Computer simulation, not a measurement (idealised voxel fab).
Process module heading - voxel ribs on slabs
It is cross-section cut that appears here, measuring 265 nm in width, its square cells being 5 nm in size.
Reading order for cross-sections: top band down to bottom band. Underlying form: a grid of square cells. Band size: one or more rows of cells.
Top height, bottom height, nm. Materials left to right, width each, nm. Single material + "throughout" = fills band edge to edge. "air" = empty.
For the purposes of this specification, 0 denotes the height below which the wafer in its as-received condition is composed wholly of one material, and the lowermost band, lacking a lower limit, extends downward without end, as expressed in "0 nm and below".
You'd read "30->40" like this: the band's top row of cells is as wide as the first number, its bottom row is as wide as the second, and going down, every row changes width by the same amount as the row before did.
"same as before" -> step changed no cross-section cell.
Basically, "Unvented voids" tells you about the enclosed voids: empty spaces with no open way to the top, 8 cells or bigger, each written width x height at distance, where distance is from the left edge, all in nm.
On a step's line, text after the settings is the simulator commenting on that step.
A step's line can hold "overlay nm"; with a mask on that step, the setting says how far right of the planned place the mask lay, while a negative setting says it lay to the left.
**These are the steps we planned for the process**
- 1: RECEIVE (material Si)
- 2: DIRECTIONAL_DEP (material SiO2; thk nm 30)
- 3: DIRECTIONAL_DEP (material polySi; thk nm 20)
- 4: DIRECTIONAL_DEP (material aC; thk nm 15)
- 5: PATTERN (tone cover; mask id RIB; material resist; width nm 30; thk nm 35; overlay nm 0)
- 6: DIRECTIONAL_ETCH (etch materials aC; depth nm 15)
- 7: STRIP (etch materials resist)
- 8: DIRECTIONAL_ETCH (etch materials polySi; depth nm 10)
- 9: STRIP (etch materials aC)
- 10: DIRECTIONAL_DEP (material aC; thk nm 10)
- 11: PATTERN (tone cover; mask id SLAB; material resist; width nm 80; thk nm 25; overlay nm 0)
- 12: DIRECTIONAL_ETCH (etch materials aC; depth nm 10)
- 13: STRIP (etch materials resist)
- 14: DIRECTIONAL_ETCH (etch materials polySi; depth nm 10)
- 15: STRIP (etch materials aC)
- 16: FILL_DEP (material SiO2; thk nm 25)
- 17: CMP (height nm 70)
- 18: DIRECTIONAL_DEP (material W; thk nm 10)
- 19: MASKED_ETCH (tone cover; mask id HEATER; width nm 40; etch materials W; depth nm 10; overlay nm 0)
- 20: CONFORMAL_DEP (material SiO2; thk nm 10)
**Cross-section of the wafer at receipt, which is the condition after step 1**
    0 nm and below | Si throughout
    Unvented voids: none
**The plan above was carried out on the starting structure above with one mistake, and this cross-section shows the wafer at the end of the module**
    90 nm to 80 nm | air: 100, SiO2: 60, air: 105
    80 nm to 70 nm | SiO2: 110, W: 40, SiO2: 115
    70 nm to 50 nm | SiO2 throughout
    50 nm to 40 nm | SiO2: 90, polySi: 25, SiO2: 30, polySi: 25, SiO2: 95
    40 nm to 30 nm | polySi throughout
    30 nm to 0 nm | SiO2 throughout
    0 nm and below | Si throughout
    Unvented voids: none
Nonconformance to the process plan: step 5 did not happen as planned, as run it was PATTERN (tone open; mask id RIB; material resist; width nm 30; thk nm 35; overlay nm 0)
